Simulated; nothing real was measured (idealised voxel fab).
The following process module bears the name voxel air gaps.
Xsec cut, 210 nm wide, square cell size 5 nm.
The cross-sections in this document take the form of a grid made of square cells. They are written out as bands, in order from top to bottom. Each band consists of one or more rows of cells. Band entry format. Leading values: height of top, height of bottom, nm. Remainder: materials in left-to-right order, each with its width in nm. Special words: "throughout" on a single material, which then fills the band edge to edge; "empty", empty space. Heads up on the height convention: 0 is the point under which the incoming wafer is all one material, and the lowest band has no bottom, it just keeps going down, like "top 0, no bottom". The notation "30..40" denotes a width that varies across the rows of cells in the band, beginning at the first number in the top row, finishing at the second number in the bottom row, and changing by an identical amount from each row to the next. A step reported as "no modifications" is a step in which no cell of the cross-section changed. You'll see "Fully enclosed voids" listing empty spaces that have no way open to the top, as long as they're 8 cells or more; the notation is width x height at distance, where the distance is from the left edge, and all of it is in nm. That trailing text on a step's line, after the settings, is the simulator's own remark on the step. A step's line can hold "overlay nm"; with a mask on that step, the setting says how far right of the planned place the mask lay, while a negative setting says it lay to the left. Note: before/after cross-section pairs follow, one process step per pair, after-side truncated at the lowest changed band, step and settings given beneath. Different runs of this module on the same starting wafer may supply the pairs; a pair continues the one above only where the "Before the step" entry says so.

Before the step:
top 0, no bottom: Si throughout
Fully enclosed voids: none

Result of Step:
top 15, bottom 0: SiO2 throughout
Everything below 0 is unchanged.
Fully enclosed voids: none
Intermediate step for the cross-sections above: CONFORMAL_DEP, material SiO2, thk nm 15

Before the step: as shown after the step in the preceding pair, directly above.

Result of Step:
top 20, bottom 15: SiCN throughout
Everything below 15 is unchanged.
Fully enclosed voids: none
Intermediate step for the cross-sections above: CONFORMAL_DEP, material SiCN, thk nm 5

Before the step: as shown after the step in the preceding pair, directly above.

Result of Step:
top 60, bottom 20: lowk throughout
Everything below 20 is unchanged.
Fully enclosed voids: none
Intermediate step for the cross-sections above: DIRECTIONAL_DEP, material lowk, thk nm 40

Before the step: as shown after the step in the preceding pair, directly above.

Result of Step:
top 80, bottom 60: resist=50; empty=20; resist=25; empty=20; resist=25; empty=20; resist=50
Everything below 60 is unchanged.
Fully enclosed voids: none
Intermediate step for the cross-sections above: PATTERN, tone open, mask id LINES, material resist, width nm 20, pitch nm 45, thk nm 20, overlay nm 0

Before the step: as shown after the step in the preceding pair, directly above.

Result of Step:
top 80, bottom 60: resist=50; empty=20; resist=25; empty=20; resist=25; empty=20; resist=50
top 60, bottom 20: lowk=50; empty=20; lowk=25; empty=20; lowk=25; empty=20; lowk=50
Everything below 20 is unchanged.
Fully enclosed voids: none
Intermediate step for the cross-sections above: DIRECTIONAL_ETCH, etch materials lowk, depth nm 40

Before the step: as shown after the step in the preceding pair, directly above.

Result of Step:
top 60, bottom 20: lowk=50; empty=20; lowk=25; empty=20; lowk=25; empty=20; lowk=50
Everything below 20 is unchanged.
Fully enclosed voids: none
Intermediate step for the cross-sections above: STRIP, etch materials resist

Before the step: as shown after the step in the preceding pair, directly above.

Result of Step:
top 65, bottom 60: TiN=55; empty=10; TiN=35; empty=10; TiN=35; empty=10; TiN=55
top 60, bottom 25: lowk=50; TiN=5; empty=10; TiN=5; lowk=25; TiN=5; empty=10; TiN=5; lowk=25; TiN=5; empty=10; TiN=5; lowk=50
top 25, bottom 20: lowk=50; TiN=20; lowk=25; TiN=20; lowk=25; TiN=20; lowk=50
Everything below 20 is unchanged.
Fully enclosed voids: none
Intermediate step for the cross-sections above: CONFORMAL_DEP, material TiN, thk nm 5

Before the step: as shown after the step in the preceding pair, directly above.

Result of Step:
top 75, bottom 65: W throughout
top 65, bottom 60: TiN=55; W=10; TiN=35; W=10; TiN=35; W=10; TiN=55
top 60, bottom 25: lowk=50; TiN=5; W=10; TiN=5; lowk=25; TiN=5; W=10; TiN=5; lowk=25; TiN=5; W=10; TiN=5; lowk=50
Everything below 25 is unchanged.
Fully enclosed voids: none
Intermediate step for the cross-sections above: FILL_DEP, material W, thk nm 10

Before the step: as shown after the step in the preceding pair, directly above.

Result of Step:
top 60, bottom 25: lowk=50; TiN=5; W=10; TiN=5; lowk=25; TiN=5; W=10; TiN=5; lowk=25; TiN=5; W=10; TiN=5; lowk=50
Everything below 25 is unchanged.
Fully enclosed voids: none
Intermediate step for the cross-sections above: CMP, height nm 60

Before the step: as shown after the step in the preceding pair, directly above.

Result of Step:
top 70, bottom 60: empty=40; Ru=40; empty=5; Ru=40; empty=5; Ru=40; empty=40
Everything below 60 is unchanged.
Fully enclosed voids: none
Intermediate step for the cross-sections above: EPI, material Ru, thk nm 10

Before the step: as shown after the step in the preceding pair, directly above.

Result of Step:
top 70, bottom 60: empty=40; Ru=40; empty=5; Ru=40; empty=5; Ru=40; empty=40
top 60, bottom 25: empty=50; TiN=5; W=10; TiN=5; empty=25; TiN=5; W=10; TiN=5; empty=25; TiN=5; W=10; TiN=5; empty=50
top 25, bottom 20: empty=50; TiN=20; empty=25; TiN=20; empty=25; TiN=20; empty=50
Everything below 20 is unchanged.
Fully enclosed voids: none
Intermediate step for the cross-sections above: SELECTIVE_ETCH, etch materials lowk, depth nm 50

Before the step: as shown after the step in the preceding pair, directly above.

Result of Step:
top 75, bottom 70: empty=35; SiCN=140; empty=35
top 70, bottom 60: empty=35; SiCN=5; Ru=40; SiCN=5; Ru=40; SiCN=5; Ru=40; SiCN=5; empty=35
top 60, bottom 55: empty=35; SiCN=15; TiN=5; W=10; TiN=5; SiCN=25; TiN=5; W=10; TiN=5; SiCN=25; TiN=5; W=10; TiN=5; SiCN=15; empty=35
top 55, bottom 25: empty=45; SiCN=5; TiN=5; W=10; TiN=5; SiCN=5; empty=15; SiCN=5; TiN=5; W=10; TiN=5; SiCN=5; empty=15; SiCN=5; TiN=5; W=10; TiN=5; SiCN=5; empty=45
top 25, bottom 20: SiCN=50; TiN=20; SiCN=25; TiN=20; SiCN=25; TiN=20; SiCN=50
Everything below 20 is unchanged.
Fully enclosed voids: 15 x 30 at 75; 15 x 30 at 120
Intermediate step for the cross-sections above: CONFORMAL_DEP, material SiCN, thk nm 5

Before the step:
top 15, bottom 0: SiO2 throughout
top 0, no bottom: Si throughout
Fully enclosed voids: none

Result of Step:
top 55, bottom 15: lowk throughout
Everything below 15 is unchanged.
Fully enclosed voids: none
Intermediate step for the cross-sections above: DIRECTIONAL_DEP, material lowk, thk nm 40

Before the step: as shown after the step in the preceding pair, directly above.

Result of Step:
top 75, bottom 55: resist=50; empty=20; resist=25; empty=20; resist=25; empty=20; resist=50
Everything below 55 is unchanged.
Fully enclosed voids: none
Intermediate step for the cross-sections above: PATTERN, tone open, mask id LINES, material resist, width nm 20, pitch nm 45, thk nm 20, overlay nm 0

Before the step: as shown after the step in the preceding pair, directly above.

Result of Step:
top 75, bottom 55: resist=50; empty=20; resist=25; empty=20; resist=25; empty=20; resist=50
top 55, bottom 15: lowk=50; empty=20; lowk=25; empty=20; lowk=25; empty=20; lowk=50
Everything below 15 is unchanged.
Fully enclosed voids: none
Intermediate step for the cross-sections above: DIRECTIONAL_ETCH, etch materials lowk, depth nm 40

Before the step: as shown after the step in the preceding pair, directly above.

Result of Step:
top 55, bottom 15: lowk=50; empty=20; lowk=25; empty=20; lowk=25; empty=20; lowk=50
Everything below 15 is unchanged.
Fully enclosed voids: none
Intermediate step for the cross-sections above: STRIP, etch materials resist

Before the step: as shown after the step in the preceding pair, directly above.

Result of Step:
top 60, bottom 55: TiN=55; empty=10; TiN=35; empty=10; TiN=35; empty=10; TiN=55
top 55, bottom 20: lowk=50; TiN=5; empty=10; TiN=5; lowk=25; TiN=5; empty=10; TiN=5; lowk=25; TiN=5; empty=10; TiN=5; lowk=50
top 20, bottom 15: lowk=50; TiN=20; lowk=25; TiN=20; lowk=25; TiN=20; lowk=50
Everything below 15 is unchanged.
Fully enclosed voids: none
Intermediate step for the cross-sections above: CONFORMAL_DEP, material TiN, thk nm 5

Before the step: as shown after the step in the preceding pair, directly above.

Result of Step:
top 70, bottom 60: W throughout
top 60, bottom 55: TiN=55; W=10; TiN=35; W=10; TiN=35; W=10; TiN=55
top 55, bottom 20: lowk=50; TiN=5; W=10; TiN=5; lowk=25; TiN=5; W=10; TiN=5; lowk=25; TiN=5; W=10; TiN=5; lowk=50
Everything below 20 is unchanged.
Fully enclosed voids: none
Intermediate step for the cross-sections above: FILL_DEP, material W, thk nm 10

Before the step: as shown after the step in the preceding pair, directly above.

Result of Step:
top 60, bottom 55: TiN=55; W=10; TiN=35; W=10; TiN=35; W=10; TiN=55
Everything below 55 is unchanged.
Fully enclosed voids: none
Intermediate step for the cross-sections above: CMP, height nm 60

Before the step: as shown after the step in the preceding pair, directly above.

Result of Step:
top 70, bottom 60: Ru throughout
Everything below 60 is unchanged.
Fully enclosed voids: none
Intermediate step for the cross-sections above: EPI, material Ru, thk nm 10

Before the step: as shown after the step in the preceding pair, directly above.

Result of Step:
top 75, bottom 70: SiCN throughout
Everything below 70 is unchanged.
Fully enclosed voids: none
Intermediate step for the cross-sections above: CONFORMAL_DEP, material SiCN, thk nm 5

Before the step:
top 70, bottom 60: empty=40; Ru=40; empty=5; Ru=40; empty=5; Ru=40; empty=40
top 60, bottom 25: lowk=50; TiN=5; W=10; TiN=5; lowk=25; TiN=5; W=10; TiN=5; lowk=25; TiN=5; W=10; TiN=5; lowk=50
top 25, bottom 20: lowk=50; TiN=20; lowk=25; TiN=20; lowk=25; TiN=20; lowk=50
top 20, bottom 15: SiCN throughout
top 15, bottom 0: SiO2 throughout
top 0, no bottom: Si throughout
Fully enclosed voids: none

Result of Step:
top 80, bottom 60: empty=30; Ru=150; empty=30
Everything below 60 is unchanged.
Fully enclosed voids: none
Intermediate step for the cross-sections above: EPI, material Ru, thk nm 10

Before the step: as shown after the step in the preceding pair, directly above.

Result of Step:
top 80, bottom 60: empty=30; Ru=150; empty=30
top 60, bottom 25: empty=50; TiN=5; W=10; TiN=5; lowk=25; TiN=5; W=10; TiN=5; lowk=25; TiN=5; W=10; TiN=5; empty=50
top 25, bottom 20: empty=50; TiN=20; lowk=25; TiN=20; lowk=25; TiN=20; empty=50
Everything below 20 is unchanged.
Fully enclosed voids: none
Intermediate step for the cross-sections above: SELECTIVE_ETCH, etch materials lowk, depth nm 50

Before the step: as shown after the step in the preceding pair, directly above.

Result of Step:
top 85, bottom 80: empty=25; SiCN=160; empty=25
top 80, bottom 60: empty=25; SiCN=5; Ru=150; SiCN=5; empty=25
top 60, bottom 55: empty=25; SiCN=25; TiN=5; W=10; TiN=5; lowk=25; TiN=5; W=10; TiN=5; lowk=25; TiN=5; W=10; TiN=5; SiCN=25; empty=25
top 55, bottom 25: empty=45; SiCN=5; TiN=5; W=10; TiN=5; lowk=25; TiN=5; W=10; TiN=5; lowk=25; TiN=5; W=10; TiN=5; SiCN=5; empty=45
top 25, bottom 20: SiCN=50; TiN=20; lowk=25; TiN=20; lowk=25; TiN=20; SiCN=50
Everything below 20 is unchanged.
Fully enclosed voids: none
Intermediate step for the cross-sections above: CONFORMAL_DEP, material SiCN, thk nm 5

Before the step:
top 0, no bottom: Si throughout
Fully enclosed voids: none

Result of Step:
top 5, bottom 0: SiCN throughout
Everything below 0 is unchanged.
Fully enclosed voids: none
Intermediate step for the cross-sections above: CONFORMAL_DEP, material SiCN, thk nm 5

Before the step: as shown after the step in the preceding pair, directly above.

Result of Step:
top 20, bottom 5: SiO2 throughout
Everything below 5 is unchanged.
Fully enclosed voids: none
Intermediate step for the cross-sections above: CONFORMAL_DEP, material SiO2, thk nm 15

Before the step: as shown after the step in the preceding pair, directly above.

Result of Step:
top 60, bottom 20: lowk throughout
Everything below 20 is unchanged.
Fully enclosed voids: none
Intermediate step for the cross-sections above: DIRECTIONAL_DEP, material lowk, thk nm 40

Before the step: as shown after the step in the preceding pair, directly above.

Result of Step:
top 80, bottom 60: resist=50; empty=20; resist=25; empty=20; resist=25; empty=20; resist=50
Everything below 60 is unchanged.
Fully enclosed voids: none
Intermediate step for the cross-sections above: PATTERN, tone open, mask id LINES, material resist, width nm 20, pitch nm 45, thk nm 20, overlay nm 0

Before the step: as shown after the step in the preceding pair, directly above.

Result of Step:
top 80, bottom 60: resist=50; empty=20; resist=25; empty=20; resist=25; empty=20; resist=50
top 60, bottom 20: lowk=50; empty=20; lowk=25; empty=20; lowk=25; empty=20; lowk=50
Everything below 20 is unchanged.
Fully enclosed voids: none
Intermediate step for the cross-sections above: DIRECTIONAL_ETCH, etch materials lowk, depth nm 40

Before the step: as shown after the step in the preceding pair, directly above.

Result of Step:
top 60, bottom 20: lowk=50; empty=20; lowk=25; empty=20; lowk=25; empty=20; lowk=50
Everything below 20 is unchanged.
Fully enclosed voids: none
Intermediate step for the cross-sections above: STRIP, etch materials resist

Before the step: as shown after the step in the preceding pair, directly above.

Result of Step:
top 65, bottom 60: TiN=55; empty=10; TiN=35; empty=10; TiN=35; empty=10; TiN=55
top 60, bottom 25: lowk=50; TiN=5; empty=10; TiN=5; lowk=25; TiN=5; empty=10; TiN=5; lowk=25; TiN=5; empty=10; TiN=5; lowk=50
top 25, bottom 20: lowk=50; TiN=20; lowk=25; TiN=20; lowk=25; TiN=20; lowk=50
Everything below 20 is unchanged.
Fully enclosed voids: none
Intermediate step for the cross-sections above: CONFORMAL_DEP, material TiN, thk nm 5

Before the step: as shown after the step in the preceding pair, directly above.

Result of Step:
top 75, bottom 65: W throughout
top 65, bottom 60: TiN=55; W=10; TiN=35; W=10; TiN=35; W=10; TiN=55
top 60, bottom 25: lowk=50; TiN=5; W=10; TiN=5; lowk=25; TiN=5; W=10; TiN=5; lowk=25; TiN=5; W=10; TiN=5; lowk=50
Everything below 25 is unchanged.
Fully enclosed voids: none
Intermediate step for the cross-sections above: FILL_DEP, material W, thk nm 10

Before the step: as shown after the step in the preceding pair, directly above.

Result of Step:
top 60, bottom 25: lowk=50; TiN=5; W=10; TiN=5; lowk=25; TiN=5; W=10; TiN=5; lowk=25; TiN=5; W=10; TiN=5; lowk=50
Everything below 25 is unchanged.
Fully enclosed voids: none
Intermediate step for the cross-sections above: CMP, height nm 60

Before the step: as shown after the step in the preceding pair, directly above.

Result of Step:
top 70, bottom 60: empty=40; Ru=40; empty=5; Ru=40; empty=5; Ru=40; empty=40
Everything below 60 is unchanged.
Fully enclosed voids: none
Intermediate step for the cross-sections above: EPI, material Ru, thk nm 10

Before the step: as shown after the step in the preceding pair, directly above.

Result of Step:
top 70, bottom 60: empty=40; Ru=40; empty=5; Ru=40; empty=5; Ru=40; empty=40
top 60, bottom 25: empty=50; TiN=5; W=10; TiN=5; empty=25; TiN=5; W=10; TiN=5; empty=25; TiN=5; W=10; TiN=5; empty=50
top 25, bottom 20: empty=50; TiN=20; empty=25; TiN=20; empty=25; TiN=20; empty=50
Everything below 20 is unchanged.
Fully enclosed voids: none
Intermediate step for the cross-sections above: SELECTIVE_ETCH, etch materials lowk, depth nm 50

Before the step: as shown after the step in the preceding pair, directly above.

Result of Step:
top 75, bottom 70: empty=35; SiCN=140; empty=35
top 70, bottom 60: empty=35; SiCN=5; Ru=40; SiCN=5; Ru=40; SiCN=5; Ru=40; SiCN=5; empty=35
top 60, bottom 55: empty=35; SiCN=15; TiN=5; W=10; TiN=5; SiCN=25; TiN=5; W=10; TiN=5; SiCN=25; TiN=5; W=10; TiN=5; SiCN=15; empty=35
top 55, bottom 25: empty=45; SiCN=5; TiN=5; W=10; TiN=5; SiCN=5; empty=15; SiCN=5; TiN=5; W=10; TiN=5; SiCN=5; empty=15; SiCN=5; TiN=5; W=10; TiN=5; SiCN=5; empty=45
top 25, bottom 20: SiCN=50; TiN=20; SiCN=25; TiN=20; SiCN=25; TiN=20; SiCN=50
Everything below 20 is unchanged.
Fully enclosed voids: 15 x 30 at 75; 15 x 30 at 120
Intermediate step for the cross-sections above: CONFORMAL_DEP, material SiCN, thk nm 5

Before the step:
top 75, bottom 65: W throughout
top 65, bottom 60: TiN=55; W=10; TiN=35; W=10; TiN=35; W=10; TiN=55
top 60, bottom 25: lowk=50; TiN=5; W=10; TiN=5; lowk=25; TiN=5; W=10; TiN=5; lowk=25; TiN=5; W=10; TiN=5; lowk=50
top 25, bottom 20: lowk=50; TiN=20; lowk=25; TiN=20; lowk=25; TiN=20; lowk=50
top 20, bottom 15: SiCN throughout
top 15, bottom 0: SiO2 throughout
top 0, no bottom: Si throughout
Fully enclosed voids: none

Result of Step:
top 70, bottom 65: W throughout
Everything below 65 is unchanged.
Fully enclosed voids: none
Intermediate step for the cross-sections above: CMP, height nm 70

Before the step: as shown after the step in the preceding pair, directly above.

Result of Step:
top 80, bottom 70: Ru throughout
Everything below 70 is unchanged.
Fully enclosed voids: none
Intermediate step for the cross-sections above: EPI, material Ru, thk nm 10

Before the step: as shown after the step in the preceding pair, directly above.

Result of Step:
top 85, bottom 80: SiCN throughout
Everything below 80 is unchanged.
Fully enclosed voids: none
Intermediate step for the cross-sections above: CONFORMAL_DEP, material SiCN, thk nm 5

Before the step:
top 60, bottom 20: lowk throughout
top 20, bottom 15: SiCN throughout
top 15, bottom 0: SiO2 throughout
top 0, no bottom: Si throughout
Fully enclosed voids: none

Result of Step:
top 80, bottom 60: resist=55; empty=15; resist=30; empty=15; resist=30; empty=15; resist=50
Everything below 60 is unchanged.
Fully enclosed voids: none
Intermediate step for the cross-sections above: PATTERN, tone open, mask id LINES, material resist, width nm 15, pitch nm 45, thk nm 20, overlay nm 0

Before the step: as shown after the step in the preceding pair, directly above.

Result of Step:
top 80, bottom 60: resist=55; empty=15; resist=30; empty=15; resist=30; empty=15; resist=50
top 60, bottom 20: lowk=55; empty=15; lowk=30; empty=15; lowk=30; empty=15; lowk=50
Everything below 20 is unchanged.
Fully enclosed voids: none
Intermediate step for the cross-sections above: DIRECTIONAL_ETCH, etch materials lowk, depth nm 40

Before the step: as shown after the step in the preceding pair, directly above.

Result of Step:
top 60, bottom 20: lowk=55; empty=15; lowk=30; empty=15; lowk=30; empty=15; lowk=50
Everything below 20 is unchanged.
Fully enclosed voids: none
Intermediate step for the cross-sections above: STRIP, etch materials resist

Before the step: as shown after the step in the preceding pair, directly above.

Result of Step:
top 65, bottom 60: TiN=60; empty=5; TiN=40; empty=5; TiN=40; empty=5; TiN=55
top 60, bottom 25: lowk=55; TiN=5; empty=5; TiN=5; lowk=30; TiN=5; empty=5; TiN=5; lowk=30; TiN=5; empty=5; TiN=5; lowk=50
top 25, bottom 20: lowk=55; TiN=15; lowk=30; TiN=15; lowk=30; TiN=15; lowk=50
Everything below 20 is unchanged.
Fully enclosed voids: none
Intermediate step for the cross-sections above: CONFORMAL_DEP, material TiN, thk nm 5

Before the step: as shown after the step in the preceding pair, directly above.

Result of Step:
top 75, bottom 65: W throughout
top 65, bottom 60: TiN=60; W=5; TiN=40; W=5; TiN=40; W=5; TiN=55
top 60, bottom 25: lowk=55; TiN=5; W=5; TiN=5; lowk=30; TiN=5; W=5; TiN=5; lowk=30; TiN=5; W=5; TiN=5; lowk=50
Everything below 25 is unchanged.
Fully enclosed voids: none
Intermediate step for the cross-sections above: FILL_DEP, material W, thk nm 10

Before the step: as shown after the step in the preceding pair, directly above.

Result of Step:
top 60, bottom 25: lowk=55; TiN=5; W=5; TiN=5; lowk=30; TiN=5; W=5; TiN=5; lowk=30; TiN=5; W=5; TiN=5; lowk=50
Everything below 25 is unchanged.
Fully enclosed voids: none
Intermediate step for the cross-sections above: CMP, height nm 60

Before the step: as shown after the step in the preceding pair, directly above.

Result of Step:
top 70, bottom 60: empty=45; Ru=35; empty=10; Ru=35; empty=10; Ru=35; empty=40
Everything below 60 is unchanged.
Fully enclosed voids: none
Intermediate step for the cross-sections above: EPI, material Ru, thk nm 10

Before the step: as shown after the step in the preceding pair, directly above.

Result of Step:
top 70, bottom 60: empty=45; Ru=35; empty=10; Ru=35; empty=10; Ru=35; empty=40
top 60, bottom 25: empty=55; TiN=5; W=5; TiN=5; empty=30; TiN=5; W=5; TiN=5; empty=30; TiN=5; W=5; TiN=5; empty=50
top 25, bottom 20: empty=55; TiN=15; empty=30; TiN=15; empty=30; TiN=15; empty=50
Everything below 20 is unchanged.
Fully enclosed voids: none
Intermediate step for the cross-sections above: SELECTIVE_ETCH, etch materials lowk, depth nm 50

Before the step: as shown after the step in the preceding pair, directly above.

Result of Step:
top 75, bottom 70: empty=40; SiCN=135; empty=35
top 70, bottom 60: empty=40; SiCN=5; Ru=35; SiCN=10; Ru=35; SiCN=10; Ru=35; SiCN=5; empty=35
top 60, bottom 55: empty=40; SiCN=15; TiN=5; W=5; TiN=5; SiCN=30; TiN=5; W=5; TiN=5; SiCN=30; TiN=5; W=5; TiN=5; SiCN=15; empty=35
top 55, bottom 25: empty=50; SiCN=5; TiN=5; W=5; TiN=5; SiCN=5; empty=20; SiCN=5; TiN=5; W=5; TiN=5; SiCN=5; empty=20; SiCN=5; TiN=5; W=5; TiN=5; SiCN=5; empty=45
top 25, bottom 20: SiCN=55; TiN=15; SiCN=30; TiN=15; SiCN=30; TiN=15; SiCN=50
Everything below 20 is unchanged.
Fully enclosed voids: 20 x 30 at 75; 20 x 30 at 120
Intermediate step for the cross-sections above: CONFORMAL_DEP, material SiCN, thk nm 5

Before the step:
top 60, bottom 20: lowk throughout
top 20, bottom 15: SiCN throughout
top 15, bottom 0: SiO2 throughout
top 0, no bottom: Si throughout
Fully enclosed voids: none

Result of Step:
top 80, bottom 60: resist=60; empty=20; resist=25; empty=20; resist=25; empty=20; resist=40
Everything below 60 is unchanged.
Fully enclosed voids: none
Intermediate step for the cross-sections above: PATTERN, tone open, mask id LINES, material resist, width nm 20, pitch nm 45, thk nm 20, overlay nm 10

Before the step: as shown after the step in the preceding pair, directly above.

Result of Step:
top 80, bottom 60: resist=60; empty=20; resist=25; empty=20; resist=25; empty=20; resist=40
top 60, bottom 20: lowk=60; empty=20; lowk=25; empty=20; lowk=25; empty=20; lowk=40
Everything below 20 is unchanged.
Fully enclosed voids: none
Intermediate step for the cross-sections above: DIRECTIONAL_ETCH, etch materials lowk, depth nm 40

Before the step: as shown after the step in the preceding pair, directly above.

Result of Step:
top 60, bottom 20: lowk=60; empty=20; lowk=25; empty=20; lowk=25; empty=20; lowk=40
Everything below 20 is unchanged.
Fully enclosed voids: none
Intermediate step for the cross-sections above: STRIP, etch materials resist

Before the step: as shown after the step in the preceding pair, directly above.

Result of Step:
top 65, bottom 60: TiN=65; empty=10; TiN=35; empty=10; TiN=35; empty=10; TiN=45
top 60, bottom 25: lowk=60; TiN=5; empty=10; TiN=5; lowk=25; TiN=5; empty=10; TiN=5; lowk=25; TiN=5; empty=10; TiN=5; lowk=40
top 25, bottom 20: lowk=60; TiN=20; lowk=25; TiN=20; lowk=25; TiN=20; lowk=40
Everything below 20 is unchanged.
Fully enclosed voids: none
Intermediate step for the cross-sections above: CONFORMAL_DEP, material TiN, thk nm 5

Before the step: as shown after the step in the preceding pair, directly above.

Result of Step:
top 75, bottom 65: W throughout
top 65, bottom 60: TiN=65; W=10; TiN=35; W=10; TiN=35; W=10; TiN=45
top 60, bottom 25: lowk=60; TiN=5; W=10; TiN=5; lowk=25; TiN=5; W=10; TiN=5; lowk=25; TiN=5; W=10; TiN=5; lowk=40
Everything below 25 is unchanged.
Fully enclosed voids: none
Intermediate step for the cross-sections above: FILL_DEP, material W, thk nm 10

Before the step: as shown after the step in the preceding pair, directly above.

Result of Step:
top 60, bottom 25: lowk=60; TiN=5; W=10; TiN=5; lowk=25; TiN=5; W=10; TiN=5; lowk=25; TiN=5; W=10; TiN=5; lowk=40
Everything below 25 is unchanged.
Fully enclosed voids: none
Intermediate step for the cross-sections above: CMP, height nm 60

Before the step: as shown after the step in the preceding pair, directly above.

Result of Step:
top 70, bottom 60: empty=50; Ru=40; empty=5; Ru=40; empty=5; Ru=40; empty=30
Everything below 60 is unchanged.
Fully enclosed voids: none
Intermediate step for the cross-sections above: EPI, material Ru, thk nm 10

Before the step: as shown after the step in the preceding pair, directly above.

Result of Step:
top 70, bottom 60: empty=50; Ru=40; empty=5; Ru=40; empty=5; Ru=40; empty=30
top 60, bottom 25: empty=60; TiN=5; W=10; TiN=5; empty=25; TiN=5; W=10; TiN=5; empty=25; TiN=5; W=10; TiN=5; empty=40
top 25, bottom 20: empty=60; TiN=20; empty=25; TiN=20; empty=25; TiN=20; empty=40
Everything below 20 is unchanged.
Fully enclosed voids: none
Intermediate step for the cross-sections above: SELECTIVE_ETCH, etch materials lowk, depth nm 50

Before the step: as shown after the step in the preceding pair, directly above.

Result of Step:
top 75, bottom 70: empty=45; SiCN=140; empty=25
top 70, bottom 60: empty=45; SiCN=5; Ru=40; SiCN=5; Ru=40; SiCN=5; Ru=40; SiCN=5; empty=25
top 60, bottom 55: empty=45; SiCN=15; TiN=5; W=10; TiN=5; SiCN=25; TiN=5; W=10; TiN=5; SiCN=25; TiN=5; W=10; TiN=5; SiCN=15; empty=25
top 55, bottom 25: empty=55; SiCN=5; TiN=5; W=10; TiN=5; SiCN=5; empty=15; SiCN=5; TiN=5; W=10; TiN=5; SiCN=5; empty=15; SiCN=5; TiN=5; W=10; TiN=5; SiCN=5; empty=35
top 25, bottom 20: SiCN=60; TiN=20; SiCN=25; TiN=20; SiCN=25; TiN=20; SiCN=40
Everything below 20 is unchanged.
Fully enclosed voids: 15 x 30 at 85; 15 x 30 at 130
Intermediate step for the cross-sections above: CONFORMAL_DEP, material SiCN, thk nm 5

Before the step:
top 0, no bottom: Si throughout
Fully enclosed voids: none

Result of Step:
top 15, bottom 0: W throughout
Everything below 0 is unchanged.
Fully enclosed voids: none
Intermediate step for the cross-sections above: CONFORMAL_DEP, material W, thk nm 15

Before the step: as shown after the step in the preceding pair, directly above.

Result of Step:
top 20, bottom 15: SiCN throughout
Everything below 15 is unchanged.
Fully enclosed voids: none
Intermediate step for the cross-sections above: CONFORMAL_DEP, material SiCN, thk nm 5

Before the step: as shown after the step in the preceding pair, directly above.

Result of Step:
top 60, bottom 20: lowk throughout
Everything below 20 is unchanged.
Fully enclosed voids: none
Intermediate step for the cross-sections above: DIRECTIONAL_DEP, material lowk, thk nm 40

Before the step: as shown after the step in the preceding pair, directly above.

Result of Step:
top 80, bottom 60: resist=50; empty=20; resist=25; empty=20; resist=25; empty=20; resist=50
Everything below 60 is unchanged.
Fully enclosed voids: none
Intermediate step for the cross-sections above: PATTERN, tone open, mask id LINES, material resist, width nm 20, pitch nm 45, thk nm 20, overlay nm 0

Before the step: as shown after the step in the preceding pair, directly above.

Result of Step:
top 80, bottom 60: resist=50; empty=20; resist=25; empty=20; resist=25; empty=20; resist=50
top 60, bottom 20: lowk=50; empty=20; lowk=25; empty=20; lowk=25; empty=20; lowk=50
Everything below 20 is unchanged.
Fully enclosed voids: none
Intermediate step for the cross-sections above: DIRECTIONAL_ETCH, etch materials lowk, depth nm 40

Before the step: as shown after the step in the preceding pair, directly above.

Result of Step:
top 60, bottom 20: lowk=50; empty=20; lowk=25; empty=20; lowk=25; empty=20; lowk=50
Everything below 20 is unchanged.
Fully enclosed voids: none
Intermediate step for the cross-sections above: STRIP, etch materials resist

Before the step: as shown after the step in the preceding pair, directly above.

Result of Step:
top 65, bottom 60: TiN=55; empty=10; TiN=35; empty=10; TiN=35; empty=10; TiN=55
top 60, bottom 25: lowk=50; TiN=5; empty=10; TiN=5; lowk=25; TiN=5; empty=10; TiN=5; lowk=25; TiN=5; empty=10; TiN=5; lowk=50
top 25, bottom 20: lowk=50; TiN=20; lowk=25; TiN=20; lowk=25; TiN=20; lowk=50
Everything below 20 is unchanged.
Fully enclosed voids: none
Intermediate step for the cross-sections above: CONFORMAL_DEP, material TiN, thk nm 5

Before the step: as shown after the step in the preceding pair, directly above.

Result of Step:
top 75, bottom 65: W throughout
top 65, bottom 60: TiN=55; W=10; TiN=35; W=10; TiN=35; W=10; TiN=55
top 60, bottom 25: lowk=50; TiN=5; W=10; TiN=5; lowk=25; TiN=5; W=10; TiN=5; lowk=25; TiN=5; W=10; TiN=5; lowk=50
Everything below 25 is unchanged.
Fully enclosed voids: none
Intermediate step for the cross-sections above: FILL_DEP, material W, thk nm 10

Before the step: as shown after the step in the preceding pair, directly above.

Result of Step:
top 60, bottom 25: lowk=50; TiN=5; W=10; TiN=5; lowk=25; TiN=5; W=10; TiN=5; lowk=25; TiN=5; W=10; TiN=5; lowk=50
Everything below 25 is unchanged.
Fully enclosed voids: none
Intermediate step for the cross-sections above: CMP, height nm 60

Before the step: as shown after the step in the preceding pair, directly above.

Result of Step:
top 70, bottom 60: empty=40; Ru=40; empty=5; Ru=40; empty=5; Ru=40; empty=40
Everything below 60 is unchanged.
Fully enclosed voids: none
Intermediate step for the cross-sections above: EPI, material Ru, thk nm 10

Before the step: as shown after the step in the preceding pair, directly above.

Result of Step:
top 70, bottom 60: empty=40; Ru=40; empty=5; Ru=40; empty=5; Ru=40; empty=40
top 60, bottom 25: empty=50; TiN=5; W=10; TiN=5; empty=25; TiN=5; W=10; TiN=5; empty=25; TiN=5; W=10; TiN=5; empty=50
top 25, bottom 20: empty=50; TiN=20; empty=25; TiN=20; empty=25; TiN=20; empty=50
Everything below 20 is unchanged.
Fully enclosed voids: none
Intermediate step for the cross-sections above: SELECTIVE_ETCH, etch materials lowk, depth nm 50

Before the step: as shown after the step in the preceding pair, directly above.

Result of Step:
top 75, bottom 70: empty=35; SiCN=140; empty=35
top 70, bottom 60: empty=35; SiCN=5; Ru=40; SiCN=5; Ru=40; SiCN=5; Ru=40; SiCN=5; empty=35
top 60, bottom 55: empty=35; SiCN=15; TiN=5; W=10; TiN=5; SiCN=25; TiN=5; W=10; TiN=5; SiCN=25; TiN=5; W=10; TiN=5; SiCN=15; empty=35
top 55, bottom 25: empty=45; SiCN=5; TiN=5; W=10; TiN=5; SiCN=5; empty=15; SiCN=5; TiN=5; W=10; TiN=5; SiCN=5; empty=15; SiCN=5; TiN=5; W=10; TiN=5; SiCN=5; empty=45
top 25, bottom 20: SiCN=50; TiN=20; SiCN=25; TiN=20; SiCN=25; TiN=20; SiCN=50
Everything below 20 is unchanged.
Fully enclosed voids: 15 x 30 at 75; 15 x 30 at 120
Intermediate step for the cross-sections above: CONFORMAL_DEP, material SiCN, thk nm 5
